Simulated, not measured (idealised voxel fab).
You're looking at the process module voxel wiring stack.
FYI the section here is cut, 250 nm wide, cells are 5 nm squares.
For the purposes of this document, a cross-section shall be understood as a grid of square cells, specified as bands listed in top-to-bottom order, each band consisting of one or more rows of cells. Look at the band entry: it leads with the top's height and the bottom's height in nm. Then it lists the materials left to right, with a width in nm for each. The word "full width" on a single material says that material fills the band edge to edge. The word "air" is empty space. Measure heights from 0. That's the level where, below it, the as-received wafer is all one material. The lowest band is bottomless and extends downward; write it as in "0 and below". You'd read "30 to 40" like this: the band's top row of cells is as wide as the first number, its bottom row is as wide as the second, and going down, every row changes width by the same amount as the row before did. Step note "same as before" = no cross-section cell changed. Entry "Completely sealed voids". Content: empty spaces with no open connection to the top, size 8 cells or greater. Each: width x height at distance. Distance: from left edge. Unit: nm. Read whatever lies past the settings on a step's line as the simulator's own remark about the step. overlay nm: mask right of planned place by this much (step with mask). Neg. = left.

SO HERE'S THE LINEUP OF PROCESS STEPS WE PLANNED
| 1 | RECEIVE,material Si |
| 2 | CONFORMAL_DEP,material SiO2,thk nm 10 |
| 3 | DIRECTIONAL_DEP,material TiN,thk nm 5 |
| 4 | DIRECTIONAL_DEP,material Ru,thk nm 15 |
| 5 | DIRECTIONAL_DEP,material aC,thk nm 10 |
| 6 | PATTERN,tone cover,mask id METAL_1,material resist,width nm 30,pitch nm 50,thk nm 25,overlay nm 0 |
| 7 | DIRECTIONAL_ETCH,etch materials aC,depth nm 10 |
| 8 | STRIP,etch materials resist |
| 9 | DIRECTIONAL_ETCH,etch materials Ru,depth nm 15 |
| 10 | DIRECTIONAL_ETCH,etch materials TiN,depth nm 5 |
| 11 | STRIP,etch materials aC |
| 12 | FILL_DEP,material SiO2,thk nm 5 |
| 13 | CMP,height nm 30 |
| 14 | CONFORMAL_DEP,material SiCN,thk nm 5 |
| 15 | DIRECTIONAL_DEP,material lowk,thk nm 30 |
| 16 | MASKED_ETCH,tone open,mask id METAL_2,width nm 30,pitch nm 50,etch materials lowk,depth nm 20,overlay nm 0 |
| 17 | MASKED_ETCH,tone open,mask id METAL_2_HOLES,width nm 15,pitch nm 100,etch materials lowk,depth nm 10,overlay nm 0 |
| 18 | MASKED_ETCH,tone open,mask id METAL_2_HOLES,width nm 15,pitch nm 100,etch materials SiCN,depth nm 5,overlay nm 0 |
| 19 | CONFORMAL_DEP,material TiN,thk nm 5 |
| 20 | FILL_DEP,material Ru,thk nm 5 |
| 21 | CMP,height nm 65 |
| 22 | CONFORMAL_DEP,material SiCN,thk nm 5 |
| 23 | DIRECTIONAL_DEP,material lowk,thk nm 10 |
| 24 | PATTERN,tone open,mask id PLUG_2,material resist,width nm 15,pitch nm 50,thk nm 20,overlay nm 0 |
| 25 | DIRECTIONAL_ETCH,etch materials lowk,depth nm 10 |
| 26 | DIRECTIONAL_ETCH,etch materials SiCN,depth nm 5 |
| 27 | STRIP,etch materials resist |
| 28 | EPI,material Ru,thk nm 10 |
| 29 | EPI,material Ru,thk nm 5 |
| 30 | CONFORMAL_DEP,material SiCN,thk nm 5 |
| 31 | DIRECTIONAL_DEP,material SiO2,thk nm 25 |
| 32 | PATTERN,tone open,mask id METAL_3,material resist,width nm 30,pitch nm 50,thk nm 15,overlay nm 0 |
| 33 | DIRECTIONAL_ETCH,etch materials SiO2,depth nm 25 |
| 34 | DIRECTIONAL_ETCH,etch materials SiCN,depth nm 5 |
| 35 | STRIP,etch materials resist |
| 36 | CONFORMAL_DEP,material TiN,thk nm 5 |
| 37 | FILL_DEP,material Ru,thk nm 5 |
| 38 | CMP,height nm 110 |
| 39 | CONFORMAL_DEP,material SiN,thk nm 5 |

STEP 1 COMPLETE: CROSS-SECTION OF THE WAFER AS RECEIVED
  0 and below | Si full width
  Completely sealed voids: none

CROSS-SECTION: FIRST OF TWO WAFERS, MODULE FINISHED, RUN ACCORDING TO PLAN
  115 down to 110 | SiN full width
  110 down to 85 | 60 nm SiO2 / 5 nm TiN / 20 nm Ru / 5 nm TiN / 20 nm SiO2 / 5 nm TiN / 20 nm Ru / 5 nm TiN / 20 nm SiO2 / 5 nm TiN / 20 nm Ru / 5 nm TiN / 60 nm SiO2
  85 down to 80 | 60 nm SiCN / 30 nm TiN / 20 nm SiCN / 30 nm TiN / 20 nm SiCN / 30 nm TiN / 60 nm SiCN
  80 down to 70 | 60 nm lowk / 15 nm Ru / 35 nm lowk / 15 nm Ru / 35 nm lowk / 15 nm Ru / 75 nm lowk
  70 down to 65 | 60 nm SiCN / 15 nm Ru / 35 nm SiCN / 15 nm Ru / 35 nm SiCN / 15 nm Ru / 75 nm SiCN
  65 down to 50 | 60 nm lowk / 5 nm TiN / 20 nm Ru / 5 nm TiN / 20 nm lowk / 5 nm TiN / 20 nm Ru / 5 nm TiN / 20 nm lowk / 5 nm TiN / 20 nm Ru / 5 nm TiN / 60 nm lowk
  50 down to 45 | 60 nm lowk / 5 nm TiN / 5 nm Ru / 20 nm TiN / 20 nm lowk / 30 nm TiN / 20 nm lowk / 5 nm TiN / 5 nm Ru / 20 nm TiN / 60 nm lowk
  45 down to 35 | 60 nm lowk / 5 nm TiN / 5 nm Ru / 5 nm TiN / 85 nm lowk / 5 nm TiN / 5 nm Ru / 5 nm TiN / 75 nm lowk
  35 down to 30 | 60 nm SiCN / 15 nm TiN / 85 nm SiCN / 15 nm TiN / 75 nm SiCN
  30 down to 15 | 60 nm SiO2 / 30 nm Ru / 20 nm SiO2 / 30 nm Ru / 20 nm SiO2 / 30 nm Ru / 60 nm SiO2
  15 down to 10 | 60 nm SiO2 / 30 nm TiN / 20 nm SiO2 / 30 nm TiN / 20 nm SiO2 / 30 nm TiN / 60 nm SiO2
  10 down to 0 | SiO2 full width
  0 and below | Si full width
  Completely sealed voids: none

CROSS-SECTIONAL IMAGE OF THE SECOND WAFER OF THE TWO FOLLOWING COMPLETION OF THE MODULE. STARTING STATE AND PROCESS PLAN WERE THE SAME AS FOR THE FIRST WAFER; ONE EXECUTION ERROR OCCURRED
  115 down to 110 | SiN full width
  110 down to 85 | 65 nm SiO2 / 5 nm TiN / 10 nm Ru / 5 nm TiN / 30 nm SiO2 / 5 nm TiN / 10 nm Ru / 5 nm TiN / 30 nm SiO2 / 5 nm TiN / 10 nm Ru / 5 nm TiN / 65 nm SiO2
  85 down to 80 | 65 nm SiCN / 20 nm TiN / 30 nm SiCN / 20 nm TiN / 30 nm SiCN / 20 nm TiN / 65 nm SiCN
  80 down to 70 | 60 nm lowk / 15 nm Ru / 35 nm lowk / 15 nm Ru / 35 nm lowk / 15 nm Ru / 75 nm lowk
  70 down to 65 | 60 nm SiCN / 15 nm Ru / 35 nm SiCN / 15 nm Ru / 35 nm SiCN / 15 nm Ru / 75 nm SiCN
  65 down to 50 | 60 nm lowk / 5 nm TiN / 20 nm Ru / 5 nm TiN / 20 nm lowk / 5 nm TiN / 20 nm Ru / 5 nm TiN / 20 nm lowk / 5 nm TiN / 20 nm Ru / 5 nm TiN / 60 nm lowk
  50 down to 45 | 60 nm lowk / 5 nm TiN / 5 nm Ru / 20 nm TiN / 20 nm lowk / 30 nm TiN / 20 nm lowk / 5 nm TiN / 5 nm Ru / 20 nm TiN / 60 nm lowk
  45 down to 35 | 60 nm lowk / 5 nm TiN / 5 nm Ru / 5 nm TiN / 85 nm lowk / 5 nm TiN / 5 nm Ru / 5 nm TiN / 75 nm lowk
  35 down to 30 | 60 nm SiCN / 15 nm TiN / 85 nm SiCN / 15 nm TiN / 75 nm SiCN
  30 down to 15 | 60 nm SiO2 / 30 nm Ru / 20 nm SiO2 / 30 nm Ru / 20 nm SiO2 / 30 nm Ru / 60 nm SiO2
  15 down to 10 | 60 nm SiO2 / 30 nm TiN / 20 nm SiO2 / 30 nm TiN / 20 nm SiO2 / 30 nm TiN / 60 nm SiO2
  10 down to 0 | SiO2 full width
  0 and below | Si full width
  Completely sealed voids: none
Want to know what went wrong? step 32 deviated from plan and actually ran as PATTERN,tone open,mask id METAL_3,material resist,width nm 20,pitch nm 50,thk nm 15,overlay nm 0
In the final state, the cell counts of the second wafer exceed or fall short of those of the first for the following materials: -30 Ru; +6 SiCN; +30 SiO2; -6 TiN
